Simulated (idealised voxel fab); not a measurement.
The process module presented herein is designated voxel capacitor over wiring.
Shown is cross-section cut, with a width of 190 nm and square cells of size 5 nm.
How to read a cross-section here: the picture is a grid of square cells, written as bands going from the top down, and any band can span one or more rows of cells. Per band: top height and bottom height in nm, followed by the left-to-right materials and their widths in nm; "edge to edge" marks a single material spanning edge to edge, "empty" marks empty space. Ref level 0: as-received wafer is one material below here. Bottom band extends down with no lower bound ("z 0 and below"). Width "30 to 40": first value at the band's top row of cells, second value at its bottom row, equal change from row to row. Reading "nothing different" for a step: not a cell of the cross-section changed in it. "Sealed voids" enumerates empty spaces isolated from the top, with no open way to it, that contain at least 8 cells, giving each as width x height at distance from the left edge, all three in nm. Post-settings text on a step line: simulator's own remark regarding the step. overlay nm: step with mask; distance mask lay right of planned place; negative value = left of planned place.
### Planned process steps
| 1 | RECEIVE (material Si) |
| 2 | CONFORMAL_DEP (material SiO2; thk nm 10) |
| 3 | DIRECTIONAL_DEP (material TiN; thk nm 5) |
| 4 | DIRECTIONAL_DEP (material W; thk nm 25) |
| 5 | DIRECTIONAL_DEP (material aC; thk nm 10) |
| 6 | PATTERN (tone cover; mask id METAL_1; material resist; width nm 15; pitch nm 75; thk nm 30; overlay nm 0) |
| 7 | DIRECTIONAL_ETCH (etch materials aC; depth nm 10) |
| 8 | STRIP (etch materials resist) |
| 9 | DIRECTIONAL_ETCH (etch materials W; depth nm 25) |
| 10 | DIRECTIONAL_ETCH (etch materials TiN; depth nm 5) |
| 11 | STRIP (etch materials aC) |
| 12 | FILL_DEP (material lowk; thk nm 10) |
| 13 | CMP (height nm 40) |
| 14 | CONFORMAL_DEP (material SiCN; thk nm 5) |
| 15 | DIRECTIONAL_DEP (material lowk; thk nm 15) |
| 16 | MASKED_ETCH (tone open; mask id PLUG_1; width nm 15; etch materials lowk; depth nm 15; overlay nm 0) |
| 17 | MASKED_ETCH (tone open; mask id PLUG_1; width nm 15; etch materials SiCN; depth nm 5; overlay nm 0) |
| 18 | CONFORMAL_DEP (material TiN; thk nm 5) |
| 19 | FILL_DEP (material Cu; thk nm 5) |
| 20 | CMP (height nm 60) |
| 21 | DIRECTIONAL_DEP (material TiN; thk nm 10) |
| 22 | DIRECTIONAL_DEP (material SiN; thk nm 5) |
| 23 | DIRECTIONAL_DEP (material TiN; thk nm 10) |
| 24 | PATTERN (tone cover; mask id UPPER_PLATE; material resist; width nm 60; thk nm 15; overlay nm 0) |
| 25 | DIRECTIONAL_ETCH (etch materials TiN; depth nm 10) |
| 26 | DIRECTIONAL_ETCH (etch materials SiN; depth nm 5) |
| 27 | STRIP (etch materials resist) |
| 28 | PATTERN (tone cover; mask id LOWER_PLATE; material resist; width nm 70; thk nm 15; overlay nm 0) |
| 29 | DIRECTIONAL_ETCH (etch materials TiN; depth nm 10) |
| 30 | STRIP (etch materials resist) |
| 31 | FILL_DEP (material SiO2; thk nm 20) |
| 32 | CMP (height nm 100) |
| 33 | MASKED_ETCH (tone open; mask id PLUG_2; width nm 15; etch materials SiO2; depth nm 15; overlay nm 0) |
| 34 | CONFORMAL_DEP (material TiN; thk nm 5) |
| 35 | FILL_DEP (material Cu; thk nm 10) |
| 36 | CMP (height nm 100) |
| 37 | CONFORMAL_DEP (material SiCN; thk nm 5) |
Across this set of wafers, the varied parameter is the width nm of step 6. Starting conditions are identical for every wafer, and the plan reports the value assigned to the first wafer.
### Cross-section: the first of several wafers in its as-received state, i.e. following step 1
> z 0 and below: Si edge to edge
> Sealed voids: none
### Cross-section of the first of several wafers, taken after step 37, where the module ends
> z 105 to 100: SiCN edge to edge
> z 100 to 90: SiO2=60, then TiN=5, then Cu=5, then TiN=5, then SiO2=115
> z 90 to 85: SiO2=60, then TiN=15, then SiO2=115
> z 85 to 75: SiO2=50, then TiN=60, then SiO2=80
> z 75 to 70: SiO2=50, then SiN=60, then SiO2=80
> z 70 to 60: SiO2=45, then TiN=70, then SiO2=75
> z 60 to 45: lowk=50, then TiN=5, then Cu=5, then TiN=5, then lowk=125
> z 45 to 40: SiCN=50, then TiN=15, then SiCN=125
> z 40 to 15: lowk=50, then W=15, then lowk=60, then W=15, then lowk=50
> z 15 to 10: lowk=50, then TiN=15, then lowk=60, then TiN=15, then lowk=50
> z 10 to 0: SiO2 edge to edge
> z 0 and below: Si edge to edge
> Sealed voids: none
### The module's end: a cross-section of the last wafer
> z 105 to 100: SiCN edge to edge
> z 100 to 90: SiO2=60, then TiN=5, then Cu=5, then TiN=5, then SiO2=115
> z 90 to 85: SiO2=60, then TiN=15, then SiO2=115
> z 85 to 75: SiO2=50, then TiN=60, then SiO2=80
> z 75 to 70: SiO2=50, then SiN=60, then SiO2=80
> z 70 to 60: SiO2=45, then TiN=70, then SiO2=75
> z 60 to 45: lowk=50, then TiN=5, then Cu=5, then TiN=5, then lowk=125
> z 45 to 40: SiCN=50, then TiN=15, then SiCN=125
> z 40 to 15: lowk=40, then W=35, then lowk=40, then W=35, then lowk=40
> z 15 to 10: lowk=40, then TiN=35, then lowk=40, then TiN=35, then lowk=40
> z 10 to 0: SiO2 edge to edge
> z 0 and below: Si edge to edge
> Sealed voids: none
### each wafer at the end: cells of each material gained (+) or lost (-) since it was received, then its closed voids
width nm 15 | +5 Cu | +73 SiCN | +12 SiN | +307 SiO2 | +74 TiN | +30 W | +297 lowk | Sealed voids: none
width nm 20 | +5 Cu | +73 SiCN | +12 SiN | +307 SiO2 | +76 TiN | +40 W | +285 lowk | Sealed voids: none
width nm 25 | +5 Cu | +73 SiCN | +12 SiN | +307 SiO2 | +78 TiN | +50 W | +273 lowk | Sealed voids: none
width nm 30 | +5 Cu | +73 SiCN | +12 SiN | +307 SiO2 | +80 TiN | +60 W | +261 lowk | Sealed voids: none
width nm 35 | +5 Cu | +73 SiCN | +12 SiN | +307 SiO2 | +82 TiN | +70 W | +249 lowk | Sealed voids: none
